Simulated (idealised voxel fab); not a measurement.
process module | voxel tone inversion
cross-section cut | 275 nm wide | cells 5 nm
A cross-section is a grid of square cells, given in bands from the top down. A band is one or more rows of cells.
Each band's line starts with the height of the band's top and of its bottom, in nm. Then come its materials from left to right, each with its width in nm. One material with "throughout" fills the band from edge to edge. "air" is empty space.
Height 0 is the level under which the wafer as received is all one material. The lowest band goes on downwards, as in "0 down".
A width such as "30 to 40" changes by the same amount from each row of cells to the next, from the band's top row to its bottom row.
"no change" after a step means that no cell of the cross-section changed.
closed voids: empty space of 8 cells or more with no open way to the top, each as width x height at its distance from the left edge, in nm
after a step's settings: what the simulator itself notes on the step
overlay nm, on a step with a mask: how far to the right of its planned place the mask lay; to the left if negative
Each pair below shows a cross-section before one step and the cross-section after it, down to the lowest band that changed. The line under each pair gives the step between them, with its settings. The pairs can come from different runs of this module on the same starting wafer, so a pair continues from the pair above only where its "before" says so.
before
  0 down: Si throughout
  closed voids: none
after
  10 to 0: SiN throughout
  below 0: unchanged
  closed voids: none
the step between: op CONFORMAL_DEP | material SiN | thk nm 10
before: the cross-section after the pair above
after
  25 to 10: aC throughout
  below 10: unchanged
  closed voids: none
the step between: op DIRECTIONAL_DEP | material aC | thk nm 15
before: the cross-section after the pair above
after
  45 to 25: air 55 | resist 25 | air 20 | resist 25 | air 20 | resist 25 | air 20 | resist 25 | air 60
  below 25: unchanged
  closed voids: none
the step between: op PATTERN | tone cover | mask id POSTS | material resist | width nm 25 | pitch nm 45 | thk nm 20 | overlay nm 0
before: the cross-section after the pair above
after
  30 to 25: air 55 | resist 25 | air 20 | resist 25 | air 20 | resist 25 | air 20 | resist 25 | air 60
  25 to 10: air 55 | aC 25 | air 20 | aC 25 | air 20 | aC 25 | air 20 | aC 25 | air 60
  below 10: unchanged
  closed voids: none
the step between: op DIRECTIONAL_ETCH | etch materials aC | depth nm 15
before: the cross-section after the pair above
after
  25 to 10: air 55 | aC 25 | air 20 | aC 25 | air 20 | aC 25 | air 20 | aC 25 | air 60
  below 10: unchanged
  closed voids: none
the step between: op STRIP | etch materials resist
before: the cross-section after the pair above
after
  30 to 25: SiO2 throughout
  25 to 10: SiO2 55 | aC 25 | SiO2 20 | aC 25 | SiO2 20 | aC 25 | SiO2 20 | aC 25 | SiO2 60
  below 10: unchanged
  closed voids: none
the step between: op FILL_DEP | material SiO2 | thk nm 5
before: the cross-section after the pair above
after
  25 to 10: SiO2 55 | aC 25 | SiO2 20 | aC 25 | SiO2 20 | aC 25 | SiO2 20 | aC 25 | SiO2 60
  below 10: unchanged
  closed voids: none
the step between: op CMP | height nm 25
before: the cross-section after the pair above
after
  25 to 10: SiO2 55 | air 25 | SiO2 20 | air 25 | SiO2 20 | air 25 | SiO2 20 | air 25 | SiO2 60
  below 10: unchanged
  closed voids: none
the step between: op STRIP | etch materials aC
before: the cross-section after the pair above
after
  30 to 25: TiN 60 | air 15 | TiN 30 | air 15 | TiN 30 | air 15 | TiN 30 | air 15 | TiN 65
  25 to 15: SiO2 55 | TiN 5 | air 15 | TiN 5 | SiO2 20 | TiN 5 | air 15 | TiN 5 | SiO2 20 | TiN 5 | air 15 | TiN 5 | SiO2 20 | TiN 5 | air 15 | TiN 5 | SiO2 60
  15 to 10: SiO2 55 | TiN 25 | SiO2 20 | TiN 25 | SiO2 20 | TiN 25 | SiO2 20 | TiN 25 | SiO2 60
  below 10: unchanged
  closed voids: none
the step between: op CONFORMAL_DEP | material TiN | thk nm 5
before: the cross-section after the pair above
after
  35 to 30: Cu throughout
  30 to 25: TiN 60 | Cu 15 | TiN 30 | Cu 15 | TiN 30 | Cu 15 | TiN 30 | Cu 15 | TiN 65
  25 to 15: SiO2 55 | TiN 5 | Cu 15 | TiN 5 | SiO2 20 | TiN 5 | Cu 15 | TiN 5 | SiO2 20 | TiN 5 | Cu 15 | TiN 5 | SiO2 20 | TiN 5 | Cu 15 | TiN 5 | SiO2 60
  below 15: unchanged
  closed voids: none
the step between: op FILL_DEP | material Cu | thk nm 5
before: the cross-section after the pair above
after
  25 to 15: SiO2 55 | TiN 5 | Cu 15 | TiN 5 | SiO2 20 | TiN 5 | Cu 15 | TiN 5 | SiO2 20 | TiN 5 | Cu 15 | TiN 5 | SiO2 20 | TiN 5 | Cu 15 | TiN 5 | SiO2 60
  below 15: unchanged
  closed voids: none
the step between: op CMP | height nm 25
before: the cross-section after the pair above
after
  30 to 25: SiN throughout
  below 25: unchanged
  closed voids: none
the step between: op CONFORMAL_DEP | material SiN | thk nm 5
before
  0 down: Si throughout
  closed voids: none
after
  15 to 0: aC throughout
  below 0: unchanged
  closed voids: none
the step between: op DIRECTIONAL_DEP | material aC | thk nm 15
before: the cross-section after the pair above
after
  25 to 15: SiN throughout
  below 15: unchanged
  closed voids: none
the step between: op CONFORMAL_DEP | material SiN | thk nm 10
before: the cross-section after the pair above
after
  45 to 25: air 55 | resist 25 | air 20 | resist 25 | air 20 | resist 25 | air 20 | resist 25 | air 60
  below 25: unchanged
  closed voids: none
the step between: op PATTERN | tone cover | mask id POSTS | material resist | width nm 25 | pitch nm 45 | thk nm 20 | overlay nm 0
before: the cross-section after the pair above
after
  30 to 25: air 55 | resist 25 | air 20 | resist 25 | air 20 | resist 25 | air 20 | resist 25 | air 60
  below 25: unchanged
  closed voids: none
the step between: op DIRECTIONAL_ETCH | etch materials aC | depth nm 15
before: the cross-section after the pair above
after
  25 to 15: SiN throughout
  below 15: unchanged
  closed voids: none
the step between: op STRIP | etch materials resist
before: the cross-section after the pair above
after
  30 to 25: SiO2 throughout
  below 25: unchanged
  closed voids: none
the step between: op FILL_DEP | material SiO2 | thk nm 5
before: the cross-section after the pair above
after
  25 to 15: SiN throughout
  below 15: unchanged
  closed voids: none
the step between: op CMP | height nm 25
before: the cross-section after the pair above
after
  30 to 25: TiN throughout
  below 25: unchanged
  closed voids: none
the step between: op CONFORMAL_DEP | material TiN | thk nm 5
before: the cross-section after the pair above
after
  35 to 30: Cu throughout
  below 30: unchanged
  closed voids: none
the step between: op FILL_DEP | material Cu | thk nm 5
before: the cross-section after the pair above
after
  25 to 15: SiN throughout
  below 15: unchanged
  closed voids: none
the step between: op CMP | height nm 25
before: the cross-section after the pair above
after
  30 to 15: SiN throughout
  below 15: unchanged
  closed voids: none
the step between: op CONFORMAL_DEP | material SiN | thk nm 5
before
  30 to 25: SiO2 throughout
  25 to 10: SiO2 55 | aC 25 | SiO2 20 | aC 25 | SiO2 20 | aC 25 | SiO2 20 | aC 25 | SiO2 60
  10 to 0: SiN throughout
  0 down: Si throughout
  closed voids: none
after
  15 to 10: SiO2 55 | aC 25 | SiO2 20 | aC 25 | SiO2 20 | aC 25 | SiO2 20 | aC 25 | SiO2 60
  below 10: unchanged
  closed voids: none
the step between: op CMP | height nm 15
before: the cross-section after the pair above
after
  15 to 10: SiO2 55 | air 25 | SiO2 20 | air 25 | SiO2 20 | air 25 | SiO2 20 | air 25 | SiO2 60
  below 10: unchanged
  closed voids: none
the step between: op STRIP | etch materials aC
before: the cross-section after the pair above
after
  20 to 15: TiN 60 | air 15 | TiN 30 | air 15 | TiN 30 | air 15 | TiN 30 | air 15 | TiN 65
  15 to 10: SiO2 55 | TiN 25 | SiO2 20 | TiN 25 | SiO2 20 | TiN 25 | SiO2 20 | TiN 25 | SiO2 60
  below 10: unchanged
  closed voids: none
the step between: op CONFORMAL_DEP | material TiN | thk nm 5
before: the cross-section after the pair above
after
  25 to 20: Cu throughout
  20 to 15: TiN 60 | Cu 15 | TiN 30 | Cu 15 | TiN 30 | Cu 15 | TiN 30 | Cu 15 | TiN 65
  below 15: unchanged
  closed voids: none
the step between: op FILL_DEP | material Cu | thk nm 5
before: the cross-section after the pair above
after
  30 to 25: SiN throughout
  below 25: unchanged
  closed voids: none
the step between: op CONFORMAL_DEP | material SiN | thk nm 5
before
  25 to 10: aC throughout
  10 to 0: SiN throughout
  0 down: Si throughout
  closed voids: none
after
  45 to 25: air 60 | resist 20 | air 25 | resist 20 | air 25 | resist 20 | air 25 | resist 20 | air 60
  below 25: unchanged
  closed voids: none
the step between: op PATTERN | tone cover | mask id POSTS | material resist | width nm 20 | pitch nm 45 | thk nm 20 | overlay nm 0
before: the cross-section after the pair above
after
  30 to 25: air 60 | resist 20 | air 25 | resist 20 | air 25 | resist 20 | air 25 | resist 20 | air 60
  25 to 10: air 60 | aC 20 | air 25 | aC 20 | air 25 | aC 20 | air 25 | aC 20 | air 60
  below 10: unchanged
  closed voids: none
the step between: op DIRECTIONAL_ETCH | etch materials aC | depth nm 15
before: the cross-section after the pair above
after
  25 to 10: air 60 | aC 20 | air 25 | aC 20 | air 25 | aC 20 | air 25 | aC 20 | air 60
  below 10: unchanged
  closed voids: none
the step between: op STRIP | etch materials resist
before: the cross-section after the pair above
after
  30 to 25: SiO2 throughout
  25 to 10: SiO2 60 | aC 20 | SiO2 25 | aC 20 | SiO2 25 | aC 20 | SiO2 25 | aC 20 | SiO2 60
  below 10: unchanged
  closed voids: none
the step between: op FILL_DEP | material SiO2 | thk nm 5
before: the cross-section after the pair above
after
  25 to 10: SiO2 60 | aC 20 | SiO2 25 | aC 20 | SiO2 25 | aC 20 | SiO2 25 | aC 20 | SiO2 60
  below 10: unchanged
  closed voids: none
the step between: op CMP | height nm 25
before: the cross-section after the pair above
after
  25 to 10: SiO2 60 | air 20 | SiO2 25 | air 20 | SiO2 25 | air 20 | SiO2 25 | air 20 | SiO2 60
  below 10: unchanged
  closed voids: none
the step between: op STRIP | etch materials aC
before: the cross-section after the pair above
after
  30 to 25: TiN 65 | air 10 | TiN 35 | air 10 | TiN 35 | air 10 | TiN 35 | air 10 | TiN 65
  25 to 15: SiO2 60 | TiN 5 | air 10 | TiN 5 | SiO2 25 | TiN 5 | air 10 | TiN 5 | SiO2 25 | TiN 5 | air 10 | TiN 5 | SiO2 25 | TiN 5 | air 10 | TiN 5 | SiO2 60
  15 to 10: SiO2 60 | TiN 20 | SiO2 25 | TiN 20 | SiO2 25 | TiN 20 | SiO2 25 | TiN 20 | SiO2 60
  below 10: unchanged
  closed voids: none
the step between: op CONFORMAL_DEP | material TiN | thk nm 5
before: the cross-section after the pair above
after
  35 to 30: Cu throughout
  30 to 25: TiN 65 | Cu 10 | TiN 35 | Cu 10 | TiN 35 | Cu 10 | TiN 35 | Cu 10 | TiN 65
  25 to 15: SiO2 60 | TiN 5 | Cu 10 | TiN 5 | SiO2 25 | TiN 5 | Cu 10 | TiN 5 | SiO2 25 | TiN 5 | Cu 10 | TiN 5 | SiO2 25 | TiN 5 | Cu 10 | TiN 5 | SiO2 60
  below 15: unchanged
  closed voids: none
the step between: op FILL_DEP | material Cu | thk nm 5
before: the cross-section after the pair above
after
  25 to 15: SiO2 60 | TiN 5 | Cu 10 | TiN 5 | SiO2 25 | TiN 5 | Cu 10 | TiN 5 | SiO2 25 | TiN 5 | Cu 10 | TiN 5 | SiO2 25 | TiN 5 | Cu 10 | TiN 5 | SiO2 60
  below 15: unchanged
  closed voids: none
the step between: op CMP | height nm 25
before: the cross-section after the pair above
after
  30 to 25: SiN throughout
  below 25: unchanged
  closed voids: none
the step between: op CONFORMAL_DEP | material SiN | thk nm 5
before
  25 to 10: aC throughout
  10 to 0: SiN throughout
  0 down: Si throughout
  closed voids: none
after
  45 to 25: air 60 | resist 25 | air 20 | resist 25 | air 20 | resist 25 | air 20 | resist 25 | air 55
  below 25: unchanged
  closed voids: none
the step between: op PATTERN | tone cover | mask id POSTS | material resist | width nm 25 | pitch nm 45 | thk nm 20 | overlay nm 5
before: the cross-section after the pair above
after
  30 to 25: air 60 | resist 25 | air 20 | resist 25 | air 20 | resist 25 | air 20 | resist 25 | air 55
  25 to 10: air 60 | aC 25 | air 20 | aC 25 | air 20 | aC 25 | air 20 | aC 25 | air 55
  below 10: unchanged
  closed voids: none
the step between: op DIRECTIONAL_ETCH | etch materials aC | depth nm 15
before: the cross-section after the pair above
after
  25 to 10: air 60 | aC 25 | air 20 | aC 25 | air 20 | aC 25 | air 20 | aC 25 | air 55
  below 10: unchanged
  closed voids: none
the step between: op STRIP | etch materials resist
before: the cross-section after the pair above
after
  30 to 25: SiO2 throughout
  25 to 10: SiO2 60 | aC 25 | SiO2 20 | aC 25 | SiO2 20 | aC 25 | SiO2 20 | aC 25 | SiO2 55
  below 10: unchanged
  closed voids: none
the step between: op FILL_DEP | material SiO2 | thk nm 5
before: the cross-section after the pair above
after
  25 to 10: SiO2 60 | aC 25 | SiO2 20 | aC 25 | SiO2 20 | aC 25 | SiO2 20 | aC 25 | SiO2 55
  below 10: unchanged
  closed voids: none
the step between: op CMP | height nm 25
before: the cross-section after the pair above
after
  25 to 10: SiO2 60 | air 25 | SiO2 20 | air 25 | SiO2 20 | air 25 | SiO2 20 | air 25 | SiO2 55
  below 10: unchanged
  closed voids: none
the step between: op STRIP | etch materials aC
before: the cross-section after the pair above
after
  30 to 25: TiN 65 | air 15 | TiN 30 | air 15 | TiN 30 | air 15 | TiN 30 | air 15 | TiN 60
  25 to 15: SiO2 60 | TiN 5 | air 15 | TiN 5 | SiO2 20 | TiN 5 | air 15 | TiN 5 | SiO2 20 | TiN 5 | air 15 | TiN 5 | SiO2 20 | TiN 5 | air 15 | TiN 5 | SiO2 55
  15 to 10: SiO2 60 | TiN 25 | SiO2 20 | TiN 25 | SiO2 20 | TiN 25 | SiO2 20 | TiN 25 | SiO2 55
  below 10: unchanged
  closed voids: none
the step between: op CONFORMAL_DEP | material TiN | thk nm 5
before: the cross-section after the pair above
after
  35 to 30: Cu throughout
  30 to 25: TiN 65 | Cu 15 | TiN 30 | Cu 15 | TiN 30 | Cu 15 | TiN 30 | Cu 15 | TiN 60
  25 to 15: SiO2 60 | TiN 5 | Cu 15 | TiN 5 | SiO2 20 | TiN 5 | Cu 15 | TiN 5 | SiO2 20 | TiN 5 | Cu 15 | TiN 5 | SiO2 20 | TiN 5 | Cu 15 | TiN 5 | SiO2 55
  below 15: unchanged
  closed voids: none
the step between: op FILL_DEP | material Cu | thk nm 5
before: the cross-section after the pair above
after
  25 to 15: SiO2 60 | TiN 5 | Cu 15 | TiN 5 | SiO2 20 | TiN 5 | Cu 15 | TiN 5 | SiO2 20 | TiN 5 | Cu 15 | TiN 5 | SiO2 20 | TiN 5 | Cu 15 | TiN 5 | SiO2 55
  below 15: unchanged
  closed voids: none
the step between: op CMP | height nm 25
before: the cross-section after the pair above
after
  30 to 25: SiN throughout
  below 25: unchanged
  closed voids: none
the step between: op CONFORMAL_DEP | material SiN | thk nm 5
before
  10 to 0: SiN throughout
  0 down: Si throughout
  closed voids: none
after
  25 to 0: SiN throughout
  below 0: unchanged
  closed voids: none
the step between: op DIRECTIONAL_DEP | material SiN | thk nm 15
before: the cross-section after the pair above
after
  45 to 25: air 55 | resist 25 | air 20 | resist 25 | air 20 | resist 25 | air 20 | resist 25 | air 60
  below 25: unchanged
  closed voids: none
the step between: op PATTERN | tone cover | mask id POSTS | material resist | width nm 25 | pitch nm 45 | thk nm 20 | overlay nm 0
before: the cross-section after the pair above
after
  30 to 25: air 55 | resist 25 | air 20 | resist 25 | air 20 | resist 25 | air 20 | resist 25 | air 60
  below 25: unchanged
  closed voids: none
the step between: op DIRECTIONAL_ETCH | etch materials aC | depth nm 15
before: the cross-section after the pair above
after
  25 to 0: SiN throughout
  below 0: unchanged
  closed voids: none
the step between: op STRIP | etch materials resist
before: the cross-section after the pair above
after
  30 to 25: SiO2 throughout
  below 25: unchanged
  closed voids: none
the step between: op FILL_DEP | material SiO2 | thk nm 5
before: the cross-section after the pair above
after
  25 to 0: SiN throughout
  below 0: unchanged
  closed voids: none
the step between: op CMP | height nm 25
before: the cross-section after the pair above
after
  30 to 25: TiN throughout
  below 25: unchanged
  closed voids: none
the step between: op CONFORMAL_DEP | material TiN | thk nm 5
before: the cross-section after the pair above
after
  35 to 30: Cu throughout
  below 30: unchanged
  closed voids: none
the step between: op FILL_DEP | material Cu | thk nm 5
before: the cross-section after the pair above
after
  25 to 0: SiN throughout
  below 0: unchanged
  closed voids: none
the step between: op CMP | height nm 25
before: the cross-section after the pair above
after
  30 to 0: SiN throughout
  below 0: unchanged
  closed voids: none
the step between: op CONFORMAL_DEP | material SiN | thk nm 5
before
  25 to 10: aC throughout
  10 to 0: SiN throughout
  0 down: Si throughout
  closed voids: none
after
  45 to 25: resist 55 | air 25 | resist 20 | air 25 | resist 20 | air 25 | resist 20 | air 25 | resist 60
  below 25: unchanged
  closed voids: none
the step between: op PATTERN | tone open | mask id POSTS | material resist | width nm 25 | pitch nm 45 | thk nm 20 | overlay nm 0
before: the cross-section after the pair above
after
  30 to 25: resist 55 | air 25 | resist 20 | air 25 | resist 20 | air 25 | resist 20 | air 25 | resist 60
  25 to 10: aC 55 | air 25 | aC 20 | air 25 | aC 20 | air 25 | aC 20 | air 25 | aC 60
  below 10: unchanged
  closed voids: none
the step between: op DIRECTIONAL_ETCH | etch materials aC | depth nm 15
before: the cross-section after the pair above
after
  25 to 10: aC 55 | air 25 | aC 20 | air 25 | aC 20 | air 25 | aC 20 | air 25 | aC 60
  below 10: unchanged
  closed voids: none
the step between: op STRIP | etch materials resist
before: the cross-section after the pair above
after
  30 to 25: SiO2 throughout
  25 to 10: aC 55 | SiO2 25 | aC 20 | SiO2 25 | aC 20 | SiO2 25 | aC 20 | SiO2 25 | aC 60
  below 10: unchanged
  closed voids: none
the step between: op FILL_DEP | material SiO2 | thk nm 5
before: the cross-section after the pair above
after
  25 to 10: aC 55 | SiO2 25 | aC 20 | SiO2 25 | aC 20 | SiO2 25 | aC 20 | SiO2 25 | aC 60
  below 10: unchanged
  closed voids: none
the step between: op CMP | height nm 25
before: the cross-section after the pair above
after
  25 to 10: air 55 | SiO2 25 | air 20 | SiO2 25 | air 20 | SiO2 25 | air 20 | SiO2 25 | air 60
  below 10: unchanged
  closed voids: none
the step between: op STRIP | etch materials aC
before: the cross-section after the pair above
after
  30 to 25: air 50 | TiN 35 | air 10 | TiN 35 | air 10 | TiN 35 | air 10 | TiN 35 | air 55
  25 to 15: air 50 | TiN 5 | SiO2 25 | TiN 5 | air 10 | TiN 5 | SiO2 25 | TiN 5 | air 10 | TiN 5 | SiO2 25 | TiN 5 | air 10 | TiN 5 | SiO2 25 | TiN 5 | air 55
  15 to 10: TiN 55 | SiO2 25 | TiN 20 | SiO2 25 | TiN 20 | SiO2 25 | TiN 20 | SiO2 25 | TiN 60
  below 10: unchanged
  closed voids: none
the step between: op CONFORMAL_DEP | material TiN | thk nm 5
before: the cross-section after the pair above
after
  35 to 30: Cu throughout
  30 to 25: Cu 50 | TiN 35 | Cu 10 | TiN 35 | Cu 10 | TiN 35 | Cu 10 | TiN 35 | Cu 55
  25 to 15: Cu 50 | TiN 5 | SiO2 25 | TiN 5 | Cu 10 | TiN 5 | SiO2 25 | TiN 5 | Cu 10 | TiN 5 | SiO2 25 | TiN 5 | Cu 10 | TiN 5 | SiO2 25 | TiN 5 | Cu 55
  below 15: unchanged
  closed voids: none
the step between: op FILL_DEP | material Cu | thk nm 5
before: the cross-section after the pair above
after
  25 to 15: Cu 50 | TiN 5 | SiO2 25 | TiN 5 | Cu 10 | TiN 5 | SiO2 25 | TiN 5 | Cu 10 | TiN 5 | SiO2 25 | TiN 5 | Cu 10 | TiN 5 | SiO2 25 | TiN 5 | Cu 55
  below 15: unchanged
  closed voids: none
the step between: op CMP | height nm 25
before: the cross-section after the pair above
after
  30 to 25: SiN throughout
  below 25: unchanged
  closed voids: none
the step between: op CONFORMAL_DEP | material SiN | thk nm 5
